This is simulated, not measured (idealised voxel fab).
You're looking at the process module voxel released beams.
Section shown: cut. Width: 250 nm. Cell size: 5 nm, square.
Format of a cross-section: grid, square cells. Given as bands. Order: top down. Band: one or more rows of cells. Heights first: top, then bottom, in nm. Then materials, left to right, each with a width in nm. "full width" on a single material: fills the band edge to edge. "empty": empty space. Basically, 0 is our baseline, since under it the wafer straight out of the box is all one material. The bottom band has no lower end and keeps on going down, so it looks like "0..down". A width given as "30 to 40" starts at the first number in the band's top row and ends at the second number in its bottom row, shifting by an equal amount at every step from row to row. Where the words "nothing changed" appear for a step, the cross-section shows no cell changed by that step; every cell remained as before. Empty spaces without an open route to the top, at least 8 cells in extent, make up the entry "Enclosed empty spaces"; each is given as width x height at distance, where the distance is measured from the left edge, and all are in nm. Post-settings text on a step line: simulator's own remark regarding the step. For masked steps, "overlay nm" on the step line gives how far right of plan the mask actually lay; a minus sign means it lay to the left.

-- The planned process steps are enumerated hereunder
step 1: RECEIVE, material Si
step 2: CONFORMAL_DEP, material Al2O3, thk nm 10
step 3: DIRECTIONAL_DEP, material SiO2, thk nm 20
step 4: DIRECTIONAL_DEP, material aC, thk nm 15
step 5: PATTERN, tone open, mask id ANCHOR, material resist, width nm 30, thk nm 35, overlay nm 0
step 6: DIRECTIONAL_ETCH, etch materials aC, depth nm 15
step 7: STRIP, etch materials resist
step 8: DIRECTIONAL_ETCH, etch materials SiO2, depth nm 20
step 9: STRIP, etch materials aC
step 10: CONFORMAL_DEP, material W, thk nm 10
step 11: DIRECTIONAL_DEP, material aC, thk nm 10
step 12: PATTERN, tone cover, mask id BEAM, material resist, width nm 90, thk nm 25, overlay nm 0
step 13: DIRECTIONAL_ETCH, etch materials aC, depth nm 10
step 14: STRIP, etch materials resist
step 15: DIRECTIONAL_ETCH, etch materials W, depth nm 10
step 16: STRIP, etch materials aC
step 17: STRIP, etch materials SiO2

-- As-received wafer cross-section (after step 1)
  0..down  Si full width
  Enclosed empty spaces: none

-- Post-module cross-section: identical start and plan to those above, one misstep in execution
  40..30  80 of empty; 10 of W; 10 of empty; 65 of W; 85 of empty
  30..20  80 of empty; 10 of W; 10 of empty; 10 of W; 140 of empty
  20..10  80 of empty; 30 of W; 140 of empty
  10..0  Al2O3 full width
  0..down  Si full width
  Enclosed empty spaces: none
Want to know what went wrong? it should be noted that step 12 was executed with settings other than those planned, the operation and settings actually applied being PATTERN, tone cover, mask id BEAM, material resist, width nm 85, thk nm 25, overlay nm 0
